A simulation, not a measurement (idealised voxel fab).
Name of the process module below: voxel lift off
Section cut is 215 nm wide and gridded with 5 nm square cells.
Cross-section, as written here: a square-cell grid given band by band from the top down, where a band holds one or more rows of cells.
Heights first: top, then bottom, in nm. Then materials, left to right, each with a width in nm. "edge to edge" on a single material: fills the band edge to edge. "empty": empty space.
Note: height 0 marks the level under which the wafer is uniformly one material as received. Lowest band unbounded below, written "from 0 down".
Read "30..40" as a graded width: first number on top, second number at the bottom, same change between each pair of neighbouring rows.
Key: "remained unchanged" - step with no changed cell in the cross-section.
The list in "Encapsulated voids" covers empty spaces of 8 cells or more that cannot reach the top through any open way, and it gives each as width x height at distance; the distance is from the left edge, and width, height and distance are in nm.
On each step's line, the part that comes after the settings is the simulator's own comment on the step.
overlay nm: for a step with a mask, the amount by which the mask lay right of where it was planned; a negative amount means left of it.
-- Intended process steps
1) RECEIVE [material Si]
2) CONFORMAL_DEP [material SiN] [thk nm 5]
3) PATTERN [tone open] [mask id LINES] [material resist] [width nm 25] [pitch nm 50] [thk nm 25] [overlay nm 0]
4) DIRECTIONAL_DEP [material Ru] [thk nm 15]
5) STRIP [etch materials resist]
6) CONFORMAL_DEP [material SiN] [thk nm 5]
-- Incoming wafer, cross-sectional view, post step 1
	from 0 down: Si edge to edge
	Encapsulated voids: none
-- Here's the cross-section of the first of our two wafers at the end of the module - it ran as planned
	from 25 to 20: 15 empty, then 35 SiN, then 15 empty, then 35 SiN, then 15 empty, then 35 SiN, then 15 empty, then 35 SiN, then 15 empty
	from 20 to 10: 15 empty, then 5 SiN, then 25 Ru, then 5 SiN, then 15 empty, then 5 SiN, then 25 Ru, then 5 SiN, then 15 empty, then 5 SiN, then 25 Ru, then 5 SiN, then 15 empty, then 5 SiN, then 25 Ru, then 5 SiN, then 15 empty
	from 10 to 5: 20 SiN, then 25 Ru, then 25 SiN, then 25 Ru, then 25 SiN, then 25 Ru, then 25 SiN, then 25 Ru, then 20 SiN
	from 5 to 0: SiN edge to edge
	from 0 down: Si edge to edge
	Encapsulated voids: none
-- Same start, same plan as the first wafer - but one mistake in the run. Cross-section of the second of the two at the end of the module
	from 25 to 20: 15 empty, then 35 SiN, then 15 empty, then 35 SiN, then 15 empty, then 35 SiN, then 15 empty, then 35 SiN, then 15 empty
	from 20 to 10: 15 empty, then 5 SiN, then 25 Ru, then 5 SiN, then 15 empty, then 5 SiN, then 25 Ru, then 5 SiN, then 15 empty, then 5 SiN, then 25 Ru, then 5 SiN, then 15 empty, then 5 SiN, then 25 Ru, then 5 SiN, then 15 empty
	from 10 to 5: 20 SiN, then 25 Ru, then 25 SiN, then 25 Ru, then 25 SiN, then 25 Ru, then 25 SiN, then 25 Ru, then 20 SiN
	from 5 to 0: Ru edge to edge
	from 0 down: Si edge to edge
	Encapsulated voids: none
So what did we get wrong on this run? step 2 ran differently from the plan; actual operation with settings: CONFORMAL_DEP [material Ru] [thk nm 5]
Final difference in cells, second wafer against first, listed per material as more or fewer: +43 Ru, -43 SiN
